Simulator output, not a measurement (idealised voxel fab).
Process module in this document: voxel lift off
It is cross-section cut that appears here, measuring 170 nm in width, its square cells being 5 nm in size.
When this document writes out a cross-section, it uses a grid of square cells and lists it as bands, beginning at the top and moving down, with a band standing for one or more rows of cells. What a band's entry tells you: where the top is and where the bottom is, as heights in nm, and after that what lies inside, material by material from left to right, each with its width in nm. Empty space is written as the word "air", and a single material marked with the word "all across" occupies the band from edge to edge. For the purposes of this specification, 0 denotes the height below which the wafer in its as-received condition is composed wholly of one material, and the lowermost band, lacking a lower limit, extends downward without end, as expressed in "0 nm and below". The two numbers in a width such as "30->40" mark its ends across the band: the first belongs to the top row of cells, the second to the bottom row, and from each row to the next the width moves by the same amount. No cell of the cross-section changed in a step that is given as "nothing different". "Unvented cavities" lists enclosed empty spaces (at least 8 cells, no open path upward to the top), each as width x height at distance from the left edge, in nm. If you see something after the settings on a step's line, that's the simulator's own remark about that step. "overlay nm", when on a step's line for a step with a mask, measures how far to the right of its planned place the mask lay; a negative measure means to the left.
## Planned step list for the process
1: RECEIVE, material Si
2: CONFORMAL_DEP, material SiN, thk nm 5
3: PATTERN, tone open, mask id LINES, material resist, width nm 20, pitch nm 50, thk nm 25, overlay nm 0
4: DIRECTIONAL_DEP, material Ru, thk nm 10
5: STRIP, etch materials resist
6: CONFORMAL_DEP, material SiCN, thk nm 5
## The cross-section here shows the wafer as received, i.e. in its state after step 1
  0 nm and below  Si all across
  Unvented cavities: none
## The module was run from the start shown above using the plan shown above, but one mistake was made doing it; the resulting wafer cross-section is below
  20 nm to 15 nm  50 nm air; 25 nm SiCN; 25 nm air; 25 nm SiCN; 45 nm air
  15 nm to 10 nm  50 nm air; 5 nm SiCN; 15 nm Ru; 5 nm SiCN; 25 nm air; 5 nm SiCN; 15 nm Ru; 5 nm SiCN; 45 nm air
  10 nm to 5 nm  55 nm SiCN; 15 nm Ru; 35 nm SiCN; 15 nm Ru; 50 nm SiCN
  5 nm to 0 nm  SiN all across
  0 nm and below  Si all across
  Unvented cavities: none
Want to know what went wrong? step 3 changed vs plan, executed as PATTERN, tone open, mask id LINES, material resist, width nm 15, pitch nm 50, thk nm 25, overlay nm 0
